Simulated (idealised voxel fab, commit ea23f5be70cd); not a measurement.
Process module name: voxel lift off
In the cross-section labelled cut, the width is 190 nm and each square cell is 5 nm.
Each cross-section below is a grid of square cells, stated as bands in top-down order, with one or more rows of cells making up each band.
Band entry format. Leading values: height of top, height of bottom, nm. Remainder: materials in left-to-right order, each with its width in nm. Special words: "edge to edge" on a single material, which then fills the band edge to edge; "empty", empty space.
Note: height 0 marks the level under which the wafer is uniformly one material as received. Lowest band unbounded below, written "0 and below".
Think of "30->40" as a width that walks from the first number to the second as you go down the band, top row to bottom row, taking equal-sized steps from row to row.
You'll sometimes find "no alteration" written for a step, and that's the way of saying that nowhere in the cross-section did a cell change during that step.
Voids lacking openings: empty space of 8 cells or more with no open way to the top, each as width x height at its distance from the left edge, in nm
Where a step's line continues beyond its settings, the continuation is a remark by the simulator itself on that step.
Among the settings permitted on a step's line is "overlay nm"; applied to a step with a mask, it specifies the extent to which the mask lay to the right of its planned position, whereas a negative figure signifies a position to the left.

SET OUT BELOW ARE THE PLANNED STEPS OF THE PROCESS
| 1 | op RECEIVE | material Si |
| 2 | op CONFORMAL_DEP | material Al2O3 | thk nm 5 |
| 3 | op PATTERN | tone open | mask id LINES | material resist | width nm 30 | pitch nm 60 | thk nm 20 | overlay nm 0 |
| 4 | op DIRECTIONAL_DEP | material Ru | thk nm 5 |
| 5 | op STRIP | etch materials resist |
| 6 | op CONFORMAL_DEP | material SiCN | thk nm 5 |
For this document, wafers share an identical start and vary in the step 6 thk nm; the plan quotes the first wafer's value.

RECEIVED CONDITION OF THE FIRST OF SEVERAL WAFERS, SECTIONED: POST-STEP 1
> 0 and below = Si edge to edge
> Voids lacking openings: none

CROSS-SECTION AFTER STEP 6, THE FINAL STEP OF THE MODULE, FOR THE FIRST OF SEVERAL WAFERS
> 15 down to 10 = 45 nm empty  40 nm SiCN  20 nm empty  40 nm SiCN  45 nm empty
> 10 down to 5 = 50 nm SiCN  30 nm Ru  30 nm SiCN  30 nm Ru  50 nm SiCN
> 5 down to 0 = Al2O3 edge to edge
> 0 and below = Si edge to edge
> Voids lacking openings: none

MODULE END, FINAL WAFER: CROSS-SECTION
> 35 down to 30 = 25 nm empty  140 nm SiCN  25 nm empty
> 30 down to 10 = SiCN edge to edge
> 10 down to 5 = 50 nm SiCN  30 nm Ru  30 nm SiCN  30 nm Ru  50 nm SiCN
> 5 down to 0 = Al2O3 edge to edge
> 0 and below = Si edge to edge
> Voids lacking openings: none

PER WAFER (ROW), END OF MODULE: DELTA IN CELLS PER MATERIAL SINCE RECEIPT, (+) FOR GAINED, (-) FOR LOST; CLOSED VOIDS AFTER THAT
thk nm 5 | +38 Al2O3 | +12 Ru | +42 SiCN | Voids lacking openings: none
thk nm 10 | +38 Al2O3 | +12 Ru | +84 SiCN | Voids lacking openings: none
thk nm 15 | +38 Al2O3 | +12 Ru | +126 SiCN | Voids lacking openings: none
thk nm 20 | +38 Al2O3 | +12 Ru | +166 SiCN | Voids lacking openings: none
thk nm 25 | +38 Al2O3 | +12 Ru | +206 SiCN | Voids lacking openings: none
